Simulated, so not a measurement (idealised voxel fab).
process module | voxel self aligned contacts
cross-section cut | 235 nm wide | cells 5 nm
A cross-section is a grid of square cells, given in bands from the top down. A band is one or more rows of cells.
Each band's line starts with the height of the band's top and of its bottom, in nm. Then come its materials from left to right, each with its width in nm. One material with "throughout" fills the band from edge to edge. "air" is empty space.
Height 0 is the level under which the wafer as received is all one material. The lowest band goes on downwards, as in "0 down".
A width such as "30 to 40" changes by the same amount from each row of cells to the next, from the band's top row to its bottom row.
"no change" after a step means that no cell of the cross-section changed.
closed voids: empty space of 8 cells or more with no open way to the top, each as width x height at its distance from the left edge, in nm
after a step's settings: what the simulator itself notes on the step
overlay nm, on a step with a mask: how far to the right of its planned place the mask lay; to the left if negative
plan
1 op RECEIVE | material Si
2 op CONFORMAL_DEP | material SiO2 | thk nm 5
3 op DIRECTIONAL_DEP | material polySi | thk nm 30
4 op DIRECTIONAL_DEP | material SiN | thk nm 15
5 op PATTERN | tone cover | mask id GATE | material resist | width nm 25 | pitch nm 50 | thk nm 20 | overlay nm 0
6 op DIRECTIONAL_ETCH | etch materials SiN | depth nm 15
7 op DIRECTIONAL_ETCH | etch materials polySi | depth nm 30
8 op STRIP | etch materials resist
9 op CONFORMAL_DEP | material SiN | thk nm 5
10 op DIRECTIONAL_ETCH | etch materials SiN | depth nm 5
11 op FILL_DEP | material SiO2 | thk nm 15
12 op CMP | height nm 60
13 op PATTERN | tone open | mask id CONTACT | material resist | width nm 35 | pitch nm 50 | thk nm 15 | overlay nm 0
14 op DIRECTIONAL_ETCH | etch materials SiO2 | depth nm 60
15 op STRIP | etch materials resist
16 op CONFORMAL_DEP | material TiN | thk nm 5
17 op FILL_DEP | material Ru | thk nm 10
18 op CMP | height nm 60
19 op CONFORMAL_DEP | material SiCN | thk nm 5
as received, after step 1
  0 down: Si throughout
  closed voids: none
a wafer at the end: this start, this plan, one mistake
  65 to 60: SiCN throughout
  60 to 50: SiO2 75 | TiN 5 to 15 | Ru 25 to 5 | TiN 5 to 15 | SiO2 15 | TiN 5 to 15 | Ru 25 to 5 | TiN 5 to 15 | SiO2 75
  50 to 45: SiO2 50 | SiN 35 | TiN 15 | SiN 35 | TiN 15 | SiN 35 | SiO2 50
  45 to 35: SiN throughout
  35 to 5: polySi throughout
  5 to 0: SiO2 throughout
  0 down: Si throughout
  closed voids: none
what went wrong: step 6 ran as: op DIRECTIONAL_ETCH | etch materials SiN | depth nm 5
